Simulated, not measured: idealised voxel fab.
This section sets out a process module, namely voxel capacitor over wiring.
The cross-section on display is named cut; it measures 175 nm wide, and its cells are 5 nm squares.
Cross-section spec: square-cell grid; bands listed top down; each band is one or more rows. Basically the band line says how high the top is and how high the bottom is, in nm, and then what's in it from left to right, every material with its width in nm. Empty space shows up as "blank", and if a single material carries "everywhere" it runs the full band edge to edge. Basically, 0 is our baseline, since under it the wafer straight out of the box is all one material. The bottom band has no lower end and keeps on going down, so it looks like "0 nm and below". Top row gets the first number, bottom row gets the second, and each row in between changes by the same step: that is how a band width like "30 to 40" works. A step reported as "remained unchanged" is a step in which no cell of the cross-section changed. For the entry "Entrapped voids", the listed items are empty spaces with no open way to the top whose size is 8 cells or more; each item follows the pattern width x height at distance, where distance is from the left edge and all three are in nm. On each step's line, the part that comes after the settings is the simulator's own comment on the step. The "overlay nm" setting may appear on a step's line; for a step that uses a mask, it gives how far to the right of its planned position the mask lay, and a negative value indicates the left.

# Process steps foreseen in the plan
- 1: RECEIVE,material Si
- 2: CONFORMAL_DEP,material SiO2,thk nm 10
- 3: DIRECTIONAL_DEP,material TiN,thk nm 5
- 4: DIRECTIONAL_DEP,material W,thk nm 20
- 5: DIRECTIONAL_DEP,material aC,thk nm 10
- 6: PATTERN,tone cover,mask id METAL_1,material resist,width nm 30,pitch nm 80,thk nm 25,overlay nm 0
- 7: DIRECTIONAL_ETCH,etch materials aC,depth nm 10
- 8: STRIP,etch materials resist
- 9: DIRECTIONAL_ETCH,etch materials W,depth nm 20
- 10: DIRECTIONAL_ETCH,etch materials TiN,depth nm 5
- 11: STRIP,etch materials aC
- 12: CONFORMAL_DEP,material SiCN,thk nm 5
- 13: FILL_DEP,material lowk,thk nm 10
- 14: CMP,height nm 35
- 15: CONFORMAL_DEP,material SiCN,thk nm 5
- 16: DIRECTIONAL_DEP,material lowk,thk nm 10
- 17: PATTERN,tone open,mask id PLUG_1,material resist,width nm 15,thk nm 15,overlay nm 0
- 18: DIRECTIONAL_ETCH,etch materials lowk,depth nm 10
- 19: DIRECTIONAL_ETCH,etch materials SiCN,depth nm 5
- 20: STRIP,etch materials resist
- 21: EPI,material Ru,thk nm 10
- 22: EPI,material Ru,thk nm 5
- 23: DIRECTIONAL_DEP,material TiN,thk nm 10
- 24: DIRECTIONAL_DEP,material SiN,thk nm 5
- 25: DIRECTIONAL_DEP,material TiN,thk nm 10
- 26: PATTERN,tone cover,mask id UPPER_PLATE,material resist,width nm 55,thk nm 15,overlay nm 0
- 27: DIRECTIONAL_ETCH,etch materials TiN,depth nm 10
- 28: DIRECTIONAL_ETCH,etch materials SiN,depth nm 5
- 29: STRIP,etch materials resist
- 30: MASKED_ETCH,tone cover,mask id LOWER_PLATE,width nm 65,etch materials TiN,depth nm 10,overlay nm 0
- 31: FILL_DEP,material SiO2,thk nm 20
- 32: CMP,height nm 90
- 33: PATTERN,tone open,mask id PLUG_2,material resist,width nm 15,thk nm 15,overlay nm 0
- 34: DIRECTIONAL_ETCH,etch materials SiO2,depth nm 15
- 35: STRIP,etch materials resist
- 36: CONFORMAL_DEP,material TiN,thk nm 5
- 37: FILL_DEP,material Ru,thk nm 10
- 38: CMP,height nm 90
- 39: CONFORMAL_DEP,material SiCN,thk nm 5

# First of the two wafers, run per plan

# Incoming wafer in cross-section (state: after step 1)
  0 nm and below = Si everywhere
  Entrapped voids: none

# After step 2: wafer cross-section
  10 nm to 0 nm = SiO2 everywhere
  Under 0: no change, same as before.

# After step 3: wafer cross-section
  15 nm to 10 nm = TiN everywhere
  Under 10: no change, same as before.

# After step 4: wafer cross-section
  35 nm to 15 nm = W everywhere
  Under 15: no change, same as before.

# After step 5: wafer cross-section
  45 nm to 35 nm = aC everywhere
  Under 35: no change, same as before.

# After step 6: wafer cross-section
  70 nm to 45 nm = blank (30), then resist (30), then blank (50), then resist (30), then blank (35)
  Under 45: no change, same as before.

# After step 7: wafer cross-section
  60 nm to 45 nm = blank (30), then resist (30), then blank (50), then resist (30), then blank (35)
  45 nm to 35 nm = blank (30), then aC (30), then blank (50), then aC (30), then blank (35)
  Under 35: no change, same as before.

# After step 8: wafer cross-section
  45 nm to 35 nm = blank (30), then aC (30), then blank (50), then aC (30), then blank (35)
  Under 35: no change, same as before.

# After step 9: wafer cross-section
  45 nm to 35 nm = blank (30), then aC (30), then blank (50), then aC (30), then blank (35)
  35 nm to 15 nm = blank (30), then W (30), then blank (50), then W (30), then blank (35)
  Under 15: no change, same as before.

# After step 10: wafer cross-section
  45 nm to 35 nm = blank (30), then aC (30), then blank (50), then aC (30), then blank (35)
  35 nm to 15 nm = blank (30), then W (30), then blank (50), then W (30), then blank (35)
  15 nm to 10 nm = blank (30), then TiN (30), then blank (50), then TiN (30), then blank (35)
  Under 10: no change, same as before.

# After step 11: wafer cross-section
  35 nm to 15 nm = blank (30), then W (30), then blank (50), then W (30), then blank (35)
  Under 15: no change, same as before.

# After step 12: wafer cross-section
  40 nm to 35 nm = blank (25), then SiCN (40), then blank (40), then SiCN (40), then blank (30)
  35 nm to 15 nm = blank (25), then SiCN (5), then W (30), then SiCN (5), then blank (40), then SiCN (5), then W (30), then SiCN (5), then blank (30)
  15 nm to 10 nm = SiCN (30), then TiN (30), then SiCN (50), then TiN (30), then SiCN (35)
  Under 10: no change, same as before.

# After step 13: wafer cross-section
  50 nm to 40 nm = lowk everywhere
  40 nm to 35 nm = lowk (25), then SiCN (40), then lowk (40), then SiCN (40), then lowk (30)
  35 nm to 15 nm = lowk (25), then SiCN (5), then W (30), then SiCN (5), then lowk (40), then SiCN (5), then W (30), then SiCN (5), then lowk (30)
  Under 15: no change, same as before.

# After step 14: wafer cross-section
  35 nm to 15 nm = lowk (25), then SiCN (5), then W (30), then SiCN (5), then lowk (40), then SiCN (5), then W (30), then SiCN (5), then lowk (30)
  Under 15: no change, same as before.

# After step 15: wafer cross-section
  40 nm to 35 nm = SiCN everywhere
  Under 35: no change, same as before.

# After step 16: wafer cross-section
  50 nm to 40 nm = lowk everywhere
  Under 40: no change, same as before.

# After step 17: wafer cross-section
  65 nm to 50 nm = resist (45), then blank (15), then resist (115)
  Under 50: no change, same as before.

# After step 18: wafer cross-section
  65 nm to 50 nm = resist (45), then blank (15), then resist (115)
  50 nm to 40 nm = lowk (45), then blank (15), then lowk (115)
  Under 40: no change, same as before.

# After step 19: wafer cross-section
  65 nm to 50 nm = resist (45), then blank (15), then resist (115)
  50 nm to 40 nm = lowk (45), then blank (15), then lowk (115)
  40 nm to 35 nm = SiCN (45), then blank (15), then SiCN (115)
  Under 35: no change, same as before.

# After step 20: wafer cross-section
  50 nm to 40 nm = lowk (45), then blank (15), then lowk (115)
  Under 40: no change, same as before.

# After step 21: wafer cross-section
  50 nm to 45 nm = lowk (45), then blank (15), then lowk (115)
  45 nm to 40 nm = lowk (45), then Ru (15), then lowk (115)
  40 nm to 35 nm = SiCN (45), then Ru (15), then SiCN (115)
  Under 35: no change, same as before.

# After step 22: wafer cross-section
  50 nm to 40 nm = lowk (45), then Ru (15), then lowk (115)
  Under 40: no change, same as before.

# After step 23: wafer cross-section
  60 nm to 50 nm = TiN everywhere
  Under 50: no change, same as before.

# After step 24: wafer cross-section
  65 nm to 60 nm = SiN everywhere
  Under 60: no change, same as before.

# After step 25: wafer cross-section
  75 nm to 65 nm = TiN everywhere
  Under 65: no change, same as before.

# After step 26: wafer cross-section
  90 nm to 75 nm = blank (45), then resist (55), then blank (75)
  Under 75: no change, same as before.

# After step 27: wafer cross-section
  90 nm to 75 nm = blank (45), then resist (55), then blank (75)
  75 nm to 65 nm = blank (45), then TiN (55), then blank (75)
  Under 65: no change, same as before.

# After step 28: wafer cross-section
  90 nm to 75 nm = blank (45), then resist (55), then blank (75)
  75 nm to 65 nm = blank (45), then TiN (55), then blank (75)
  65 nm to 60 nm = blank (45), then SiN (55), then blank (75)
  Under 60: no change, same as before.

# After step 29: wafer cross-section
  75 nm to 65 nm = blank (45), then TiN (55), then blank (75)
  Under 65: no change, same as before.

# After step 30: wafer cross-section
  75 nm to 65 nm = blank (45), then TiN (55), then blank (75)
  65 nm to 60 nm = blank (45), then SiN (55), then blank (75)
  60 nm to 50 nm = blank (40), then TiN (65), then blank (70)
  Under 50: no change, same as before.

# After step 31: wafer cross-section
  95 nm to 75 nm = SiO2 everywhere
  75 nm to 65 nm = SiO2 (45), then TiN (55), then SiO2 (75)
  65 nm to 60 nm = SiO2 (45), then SiN (55), then SiO2 (75)
  60 nm to 50 nm = SiO2 (40), then TiN (65), then SiO2 (70)
  Under 50: no change, same as before.

# After step 32: wafer cross-section
  90 nm to 75 nm = SiO2 everywhere
  Under 75: no change, same as before.

# After step 33: wafer cross-section
  105 nm to 90 nm = resist (55), then blank (15), then resist (105)
  Under 90: no change, same as before.

# After step 34: wafer cross-section
  105 nm to 90 nm = resist (55), then blank (15), then resist (105)
  90 nm to 75 nm = SiO2 (55), then blank (15), then SiO2 (105)
  Under 75: no change, same as before.

# After step 35: wafer cross-section
  90 nm to 75 nm = SiO2 (55), then blank (15), then SiO2 (105)
  Under 75: no change, same as before.

# After step 36: wafer cross-section
  95 nm to 90 nm = TiN (60), then blank (5), then TiN (110)
  90 nm to 80 nm = SiO2 (55), then TiN (5), then blank (5), then TiN (5), then SiO2 (105)
  80 nm to 75 nm = SiO2 (55), then TiN (15), then SiO2 (105)
  Under 75: no change, same as before.

# After step 37: wafer cross-section
  105 nm to 95 nm = Ru everywhere
  95 nm to 90 nm = TiN (60), then Ru (5), then TiN (110)
  90 nm to 80 nm = SiO2 (55), then TiN (5), then Ru (5), then TiN (5), then SiO2 (105)
  Under 80: no change, same as before.

# After step 38: wafer cross-section
  90 nm to 80 nm = SiO2 (55), then TiN (5), then Ru (5), then TiN (5), then SiO2 (105)
  Under 80: no change, same as before.

# After step 39: wafer cross-section
  95 nm to 90 nm = SiCN everywhere
  Under 90: no change, same as before.

# Notes, second wafer: start = first wafer's, plan = first wafer's, execution had one mistake; history identical to first through step 2

The second wafer in cross-section, at the planned close of step 3: remained unchanged

# The second wafer in cross-section, at the planned close of step 4
  30 nm to 10 nm = W everywhere
  Under 10: no change, same as before.

# The second wafer in cross-section, at the planned close of step 5
  40 nm to 30 nm = aC everywhere
  Under 30: no change, same as before.

# The second wafer in cross-section, at the planned close of step 6
  65 nm to 40 nm = blank (30), then resist (30), then blank (50), then resist (30), then blank (35)
  Under 40: no change, same as before.

# The second wafer in cross-section, at the planned close of step 7
  55 nm to 40 nm = blank (30), then resist (30), then blank (50), then resist (30), then blank (35)
  40 nm to 30 nm = blank (30), then aC (30), then blank (50), then aC (30), then blank (35)
  Under 30: no change, same as before.

# The second wafer in cross-section, at the planned close of step 8
  40 nm to 30 nm = blank (30), then aC (30), then blank (50), then aC (30), then blank (35)
  Under 30: no change, same as before.

# The second wafer in cross-section, at the planned close of step 9
  40 nm to 30 nm = blank (30), then aC (30), then blank (50), then aC (30), then blank (35)
  30 nm to 10 nm = blank (30), then W (30), then blank (50), then W (30), then blank (35)
  Under 10: no change, same as before.

The second wafer in cross-section, at the planned close of step 10: remained unchanged

# The second wafer in cross-section, at the planned close of step 11
  30 nm to 10 nm = blank (30), then W (30), then blank (50), then W (30), then blank (35)
  Under 10: no change, same as before.

# The second wafer in cross-section, at the planned close of step 12
  35 nm to 30 nm = blank (25), then SiCN (40), then blank (40), then SiCN (40), then blank (30)
  30 nm to 15 nm = blank (25), then SiCN (5), then W (30), then SiCN (5), then blank (40), then SiCN (5), then W (30), then SiCN (5), then blank (30)
  15 nm to 10 nm = SiCN (30), then W (30), then SiCN (50), then W (30), then SiCN (35)
  Under 10: no change, same as before.

# The second wafer in cross-section, at the planned close of step 13
  45 nm to 35 nm = lowk everywhere
  35 nm to 30 nm = lowk (25), then SiCN (40), then lowk (40), then SiCN (40), then lowk (30)
  30 nm to 15 nm = lowk (25), then SiCN (5), then W (30), then SiCN (5), then lowk (40), then SiCN (5), then W (30), then SiCN (5), then lowk (30)
  Under 15: no change, same as before.

# The second wafer in cross-section, at the planned close of step 14
  35 nm to 30 nm = lowk (25), then SiCN (40), then lowk (40), then SiCN (40), then lowk (30)
  Under 30: no change, same as before.

# The second wafer in cross-section, at the planned close of step 15
  40 nm to 35 nm = SiCN everywhere
  Under 35: no change, same as before.

# The second wafer in cross-section, at the planned close of step 16
  50 nm to 40 nm = lowk everywhere
  Under 40: no change, same as before.

# The second wafer in cross-section, at the planned close of step 17
  65 nm to 50 nm = resist (45), then blank (15), then resist (115)
  Under 50: no change, same as before.

# The second wafer in cross-section, at the planned close of step 18
  65 nm to 50 nm = resist (45), then blank (15), then resist (115)
  50 nm to 40 nm = lowk (45), then blank (15), then lowk (115)
  Under 40: no change, same as before.

# The second wafer in cross-section, at the planned close of step 19
  65 nm to 50 nm = resist (45), then blank (15), then resist (115)
  50 nm to 40 nm = lowk (45), then blank (15), then lowk (115)
  40 nm to 35 nm = SiCN (45), then blank (15), then SiCN (115)
  Under 35: no change, same as before.

# The second wafer in cross-section, at the planned close of step 20
  50 nm to 40 nm = lowk (45), then blank (15), then lowk (115)
  Under 40: no change, same as before.

The second wafer in cross-section, at the planned close of step 21: remained unchanged

The second wafer in cross-section, at the planned close of step 22: remained unchanged

# The second wafer in cross-section, at the planned close of step 23
  60 nm to 50 nm = TiN (45), then blank (15), then TiN (115)
  50 nm to 45 nm = lowk (45), then blank (15), then lowk (115)
  45 nm to 40 nm = lowk (45), then TiN (15), then lowk (115)
  40 nm to 35 nm = SiCN (45), then TiN (15), then SiCN (115)
  Under 35: no change, same as before.

# The second wafer in cross-section, at the planned close of step 24
  65 nm to 60 nm = SiN (45), then blank (15), then SiN (115)
  60 nm to 50 nm = TiN (45), then blank (15), then TiN (115)
  50 nm to 45 nm = lowk (45), then SiN (15), then lowk (115)
  Under 45: no change, same as before.

# The second wafer in cross-section, at the planned close of step 25
  75 nm to 65 nm = TiN (45), then blank (15), then TiN (115)
  65 nm to 60 nm = SiN (45), then blank (15), then SiN (115)
  60 nm to 50 nm = TiN everywhere
  Under 50: no change, same as before.

# The second wafer in cross-section, at the planned close of step 26
  90 nm to 75 nm = blank (45), then resist (55), then blank (75)
  75 nm to 65 nm = TiN (45), then resist (15), then TiN (115)
  65 nm to 60 nm = SiN (45), then resist (15), then SiN (115)
  Under 60: no change, same as before.

# The second wafer in cross-section, at the planned close of step 27
  90 nm to 75 nm = blank (45), then resist (55), then blank (75)
  75 nm to 65 nm = blank (45), then resist (15), then TiN (40), then blank (75)
  Under 65: no change, same as before.

# The second wafer in cross-section, at the planned close of step 28
  90 nm to 75 nm = blank (45), then resist (55), then blank (75)
  75 nm to 65 nm = blank (45), then resist (15), then TiN (40), then blank (75)
  65 nm to 60 nm = blank (45), then resist (15), then SiN (40), then blank (75)
  Under 60: no change, same as before.

# The second wafer in cross-section, at the planned close of step 29
  75 nm to 65 nm = blank (60), then TiN (40), then blank (75)
  65 nm to 60 nm = blank (60), then SiN (40), then blank (75)
  Under 60: no change, same as before.

# The second wafer in cross-section, at the planned close of step 30
  75 nm to 65 nm = blank (60), then TiN (40), then blank (75)
  65 nm to 60 nm = blank (60), then SiN (40), then blank (75)
  60 nm to 50 nm = blank (40), then TiN (65), then blank (70)
  Under 50: no change, same as before.

# The second wafer in cross-section, at the planned close of step 31
  95 nm to 75 nm = SiO2 everywhere
  75 nm to 65 nm = SiO2 (60), then TiN (40), then SiO2 (75)
  65 nm to 60 nm = SiO2 (60), then SiN (40), then SiO2 (75)
  60 nm to 50 nm = SiO2 (40), then TiN (65), then SiO2 (70)
  Under 50: no change, same as before.

# The second wafer in cross-section, at the planned close of step 32
  90 nm to 75 nm = SiO2 everywhere
  Under 75: no change, same as before.

# The second wafer in cross-section, at the planned close of step 33
  105 nm to 90 nm = resist (55), then blank (15), then resist (105)
  Under 90: no change, same as before.

# The second wafer in cross-section, at the planned close of step 34
  105 nm to 90 nm = resist (55), then blank (15), then resist (105)
  90 nm to 75 nm = SiO2 (55), then blank (15), then SiO2 (105)
  Under 75: no change, same as before.

# The second wafer in cross-section, at the planned close of step 35
  90 nm to 75 nm = SiO2 (55), then blank (15), then SiO2 (105)
  Under 75: no change, same as before.

# The second wafer in cross-section, at the planned close of step 36
  95 nm to 90 nm = TiN (60), then blank (5), then TiN (110)
  90 nm to 80 nm = SiO2 (55), then TiN (5), then blank (5), then TiN (5), then SiO2 (105)
  80 nm to 75 nm = SiO2 (55), then TiN (15), then SiO2 (105)
  Under 75: no change, same as before.

# The second wafer in cross-section, at the planned close of step 37
  105 nm to 95 nm = Ru everywhere
  95 nm to 90 nm = TiN (60), then Ru (5), then TiN (110)
  90 nm to 80 nm = SiO2 (55), then TiN (5), then Ru (5), then TiN (5), then SiO2 (105)
  Under 80: no change, same as before.

# The second wafer in cross-section, at the planned close of step 38
  90 nm to 80 nm = SiO2 (55), then TiN (5), then Ru (5), then TiN (5), then SiO2 (105)
  Under 80: no change, same as before.

# The second wafer in cross-section, at the planned close of step 39
  95 nm to 90 nm = SiCN everywhere
  Under 90: no change, same as before.
The mistake made against the process plan was this: plan step 3 was not performed, having been skipped
Wafer comparison, final, in cells, second relative to first, materials more or fewer: Ru -9 | SiCN +12 | SiO2 +9 | TiN -12
